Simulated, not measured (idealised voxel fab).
voxel self aligned contacts: a process module
FYI the section here is cut, 180 nm wide, cells are 5 nm squares.
In this document a cross-section is written as a grid of square cells. It is given as a series of bands, listed from the top down, and a band is one or more rows of cells. Band entry format. Leading values: height of top, height of bottom, nm. Remainder: materials in left-to-right order, each with its width in nm. Special words: "throughout" on a single material, which then fills the band edge to edge; "air", empty space. The level at which height equals 0 is the one under which the wafer, as it arrives, is entirely one material. No lower edge exists for the bottom band, which continues downward and is notated as in "top 0, no bottom". A two-number width, for instance "30 to 40", indicates that the width is equal to the first number in the top row of the band and to the second number in the bottom row, and that it changes by a constant amount per row of cells. It should be understood that the words "stayed the same", when stated for a given step, signify that the cross-section underwent no change in any of its cells during that step. The entry "Closed cavity list" lists the empty spaces that cover at least 8 cells and have no open path to the top. Each is written as width x height at distance, where the distance is measured from the left edge and all three values are in nm. On each step's line, the part that comes after the settings is the simulator's own comment on the step. A step's line can hold "overlay nm"; with a mask on that step, the setting says how far right of the planned place the mask lay, while a negative setting says it lay to the left.

THESE ARE THE STEPS WE PLANNED FOR THE PROCESS
1,RECEIVE, material Si
2,OXIDIZE, depth nm 5
3,DIRECTIONAL_DEP, material polySi, thk nm 20
4,DIRECTIONAL_DEP, material SiN, thk nm 20
5,MASKED_ETCH, tone cover, mask id GATE, width nm 25, pitch nm 60, etch materials SiN, depth nm 20, overlay nm 0
6,MASKED_ETCH, tone cover, mask id GATE, width nm 25, pitch nm 60, etch materials polySi, depth nm 20, overlay nm 0
7,CONFORMAL_DEP, material SiN, thk nm 5
8,DIRECTIONAL_ETCH, etch materials SiN, depth nm 5
9,FILL_DEP, material SiO2, thk nm 15
10,CMP, height nm 45
11,PATTERN, tone open, mask id CONTACT, material resist, width nm 45, pitch nm 60, thk nm 15, overlay nm 0
12,DIRECTIONAL_ETCH, etch materials SiO2, depth nm 50
13,STRIP, etch materials resist
14,CONFORMAL_DEP, material TiN, thk nm 5
15,FILL_DEP, material Ru, thk nm 10
16,CMP, height nm 45
17,CONFORMAL_DEP, material SiCN, thk nm 5

SHOWN IN CROSS-SECTION IS THE WAFER AS RECEIVED, THAT IS, AS IT STANDS AFTER STEP 1
- top 0, no bottom: Si throughout
- Closed cavity list: none

THE PLAN ABOVE WAS CARRIED OUT ON THE STARTING STRUCTURE ABOVE WITH ONE MISTAKE, AND THIS CROSS-SECTION SHOWS THE WAFER AT THE END OF THE MODULE
- top 50, bottom 45: SiCN throughout
- top 45, bottom 40: polySi throughout
- top 40, bottom 20: polySi 10 nm | SiN 35 nm | polySi 25 nm | SiN 35 nm | polySi 25 nm | SiN 35 nm | polySi 15 nm
- top 20, bottom 0: polySi 10 nm | SiN 5 nm | polySi 25 nm | SiN 5 nm | polySi 25 nm | SiN 5 nm | polySi 25 nm | SiN 5 nm | polySi 25 nm | SiN 5 nm | polySi 25 nm | SiN 5 nm | polySi 15 nm
- top 0, bottom -5: SiO2 throughout
- top -5, no bottom: Si throughout
- Closed cavity list: none
Want to know what went wrong? step 9 did not use the planned setting and instead ran as FILL_DEP, material polySi, thk nm 15
